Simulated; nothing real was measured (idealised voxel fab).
process module | voxel air gaps
cross-section cut | 290 nm wide | cells 5 nm
A cross-section is a grid of square cells, given in bands from the top down. A band is one or more rows of cells.
Each band's line starts with the height of the band's top and of its bottom, in nm. Then come its materials from left to right, each with its width in nm. One material with "throughout" fills the band from edge to edge. "air" is empty space.
Height 0 is the level under which the wafer as received is all one material. The lowest band goes on downwards, as in "0 down".
A width such as "30 to 40" changes by the same amount from each row of cells to the next, from the band's top row to its bottom row.
"no change" after a step means that no cell of the cross-section changed.
closed voids: empty space of 8 cells or more with no open way to the top, each as width x height at its distance from the left edge, in nm
after a step's settings: what the simulator itself notes on the step
overlay nm, on a step with a mask: how far to the right of its planned place the mask lay; to the left if negative
plan
1 op RECEIVE | material Si
2 op CONFORMAL_DEP | material SiO2 | thk nm 10
3 op CONFORMAL_DEP | material SiCN | thk nm 5
4 op DIRECTIONAL_DEP | material lowk | thk nm 40
5 op PATTERN | tone open | mask id LINES | material resist | width nm 15 | pitch nm 40 | thk nm 15 | overlay nm 0
6 op DIRECTIONAL_ETCH | etch materials lowk | depth nm 40
7 op STRIP | etch materials resist
8 op CONFORMAL_DEP | material TiN | thk nm 5
9 op FILL_DEP | material Ru | thk nm 10
10 op CMP | height nm 55
11 op EPI | material Ru | thk nm 10
12 op SELECTIVE_ETCH | etch materials lowk | depth nm 50
13 op CONFORMAL_DEP | material SiCN | thk nm 5
first wafer, as planned
as received, after step 1
  0 down: Si throughout
  closed voids: none
after step 2
  10 to 0: SiO2 throughout
  below 0: unchanged
after step 3
  15 to 10: SiCN throughout
  below 10: unchanged
after step 4
  55 to 15: lowk throughout
  below 15: unchanged
after step 5
  70 to 55: resist 95 | air 15 | resist 25 | air 15 | resist 25 | air 15 | resist 100
  below 55: unchanged
after step 6
  70 to 55: resist 95 | air 15 | resist 25 | air 15 | resist 25 | air 15 | resist 100
  55 to 15: lowk 95 | air 15 | lowk 25 | air 15 | lowk 25 | air 15 | lowk 100
  below 15: unchanged
after step 7
  55 to 15: lowk 95 | air 15 | lowk 25 | air 15 | lowk 25 | air 15 | lowk 100
  below 15: unchanged
after step 8
  60 to 55: TiN 100 | air 5 | TiN 35 | air 5 | TiN 35 | air 5 | TiN 105
  55 to 20: lowk 95 | TiN 5 | air 5 | TiN 5 | lowk 25 | TiN 5 | air 5 | TiN 5 | lowk 25 | TiN 5 | air 5 | TiN 5 | lowk 100
  20 to 15: lowk 95 | TiN 15 | lowk 25 | TiN 15 | lowk 25 | TiN 15 | lowk 100
  below 15: unchanged
after step 9
  70 to 60: Ru throughout
  60 to 55: TiN 100 | Ru 5 | TiN 35 | Ru 5 | TiN 35 | Ru 5 | TiN 105
  55 to 20: lowk 95 | TiN 5 | Ru 5 | TiN 5 | lowk 25 | TiN 5 | Ru 5 | TiN 5 | lowk 25 | TiN 5 | Ru 5 | TiN 5 | lowk 100
  below 20: unchanged
after step 10
  55 to 20: lowk 95 | TiN 5 | Ru 5 | TiN 5 | lowk 25 | TiN 5 | Ru 5 | TiN 5 | lowk 25 | TiN 5 | Ru 5 | TiN 5 | lowk 100
  below 20: unchanged
after step 11
  65 to 55: air 85 | Ru 35 | air 5 | Ru 35 | air 5 | Ru 35 | air 90
  below 55: unchanged
after step 12
  65 to 55: air 85 | Ru 35 | air 5 | Ru 35 | air 5 | Ru 35 | air 90
  55 to 20: air 95 | TiN 5 | Ru 5 | TiN 5 | air 25 | TiN 5 | Ru 5 | TiN 5 | air 25 | TiN 5 | Ru 5 | TiN 5 | air 100
  20 to 15: air 95 | TiN 15 | air 25 | TiN 15 | air 25 | TiN 15 | air 100
  below 15: unchanged
after step 13
  70 to 65: air 80 | SiCN 125 | air 85
  65 to 55: air 80 | SiCN 5 | Ru 35 | SiCN 5 | Ru 35 | SiCN 5 | Ru 35 | SiCN 5 | air 85
  55 to 50: air 80 | SiCN 15 | TiN 5 | Ru 5 | TiN 5 | SiCN 25 | TiN 5 | Ru 5 | TiN 5 | SiCN 25 | TiN 5 | Ru 5 | TiN 5 | SiCN 15 | air 85
  50 to 20: air 90 | SiCN 5 | TiN 5 | Ru 5 | TiN 5 | SiCN 5 | air 15 | SiCN 5 | TiN 5 | Ru 5 | TiN 5 | SiCN 5 | air 15 | SiCN 5 | TiN 5 | Ru 5 | TiN 5 | SiCN 5 | air 95
  20 to 15: SiCN 95 | TiN 15 | SiCN 25 | TiN 15 | SiCN 25 | TiN 15 | SiCN 100
  below 15: unchanged
  closed voids: 15 x 30 at 115; 15 x 30 at 155
second wafer: like start, like plan, one mistake. Through step 1 it matches the first wafer
when step 2 should have ended
  5 to 0: SiCN throughout
  below 0: unchanged
when step 3 should have ended
  15 to 5: SiO2 throughout
  below 5: unchanged
when step 4 should have ended
  55 to 15: lowk throughout
  below 15: unchanged
when step 5 should have ended
  70 to 55: resist 95 | air 15 | resist 25 | air 15 | resist 25 | air 15 | resist 100
  below 55: unchanged
when step 6 should have ended
  70 to 55: resist 95 | air 15 | resist 25 | air 15 | resist 25 | air 15 | resist 100
  55 to 15: lowk 95 | air 15 | lowk 25 | air 15 | lowk 25 | air 15 | lowk 100
  below 15: unchanged
when step 7 should have ended
  55 to 15: lowk 95 | air 15 | lowk 25 | air 15 | lowk 25 | air 15 | lowk 100
  below 15: unchanged
when step 8 should have ended
  60 to 55: TiN 100 | air 5 | TiN 35 | air 5 | TiN 35 | air 5 | TiN 105
  55 to 20: lowk 95 | TiN 5 | air 5 | TiN 5 | lowk 25 | TiN 5 | air 5 | TiN 5 | lowk 25 | TiN 5 | air 5 | TiN 5 | lowk 100
  20 to 15: lowk 95 | TiN 15 | lowk 25 | TiN 15 | lowk 25 | TiN 15 | lowk 100
  below 15: unchanged
when step 9 should have ended
  70 to 60: Ru throughout
  60 to 55: TiN 100 | Ru 5 | TiN 35 | Ru 5 | TiN 35 | Ru 5 | TiN 105
  55 to 20: lowk 95 | TiN 5 | Ru 5 | TiN 5 | lowk 25 | TiN 5 | Ru 5 | TiN 5 | lowk 25 | TiN 5 | Ru 5 | TiN 5 | lowk 100
  below 20: unchanged
when step 10 should have ended
  55 to 20: lowk 95 | TiN 5 | Ru 5 | TiN 5 | lowk 25 | TiN 5 | Ru 5 | TiN 5 | lowk 25 | TiN 5 | Ru 5 | TiN 5 | lowk 100
  below 20: unchanged
when step 11 should have ended
  65 to 55: air 85 | Ru 35 | air 5 | Ru 35 | air 5 | Ru 35 | air 90
  below 55: unchanged
when step 12 should have ended
  65 to 55: air 85 | Ru 35 | air 5 | Ru 35 | air 5 | Ru 35 | air 90
  55 to 20: air 95 | TiN 5 | Ru 5 | TiN 5 | air 25 | TiN 5 | Ru 5 | TiN 5 | air 25 | TiN 5 | Ru 5 | TiN 5 | air 100
  20 to 15: air 95 | TiN 15 | air 25 | TiN 15 | air 25 | TiN 15 | air 100
  below 15: unchanged
when step 13 should have ended
  70 to 65: air 80 | SiCN 125 | air 85
  65 to 55: air 80 | SiCN 5 | Ru 35 | SiCN 5 | Ru 35 | SiCN 5 | Ru 35 | SiCN 5 | air 85
  55 to 50: air 80 | SiCN 15 | TiN 5 | Ru 5 | TiN 5 | SiCN 25 | TiN 5 | Ru 5 | TiN 5 | SiCN 25 | TiN 5 | Ru 5 | TiN 5 | SiCN 15 | air 85
  50 to 20: air 90 | SiCN 5 | TiN 5 | Ru 5 | TiN 5 | SiCN 5 | air 15 | SiCN 5 | TiN 5 | Ru 5 | TiN 5 | SiCN 5 | air 15 | SiCN 5 | TiN 5 | Ru 5 | TiN 5 | SiCN 5 | air 95
  20 to 15: SiCN 95 | TiN 15 | SiCN 25 | TiN 15 | SiCN 25 | TiN 15 | SiCN 100
  below 15: unchanged
  closed voids: 15 x 30 at 115; 15 x 30 at 155
what went wrong: steps 2 and 3 were swapped
at the end the second wafer has, in cells: as many of each material as the first, in other places
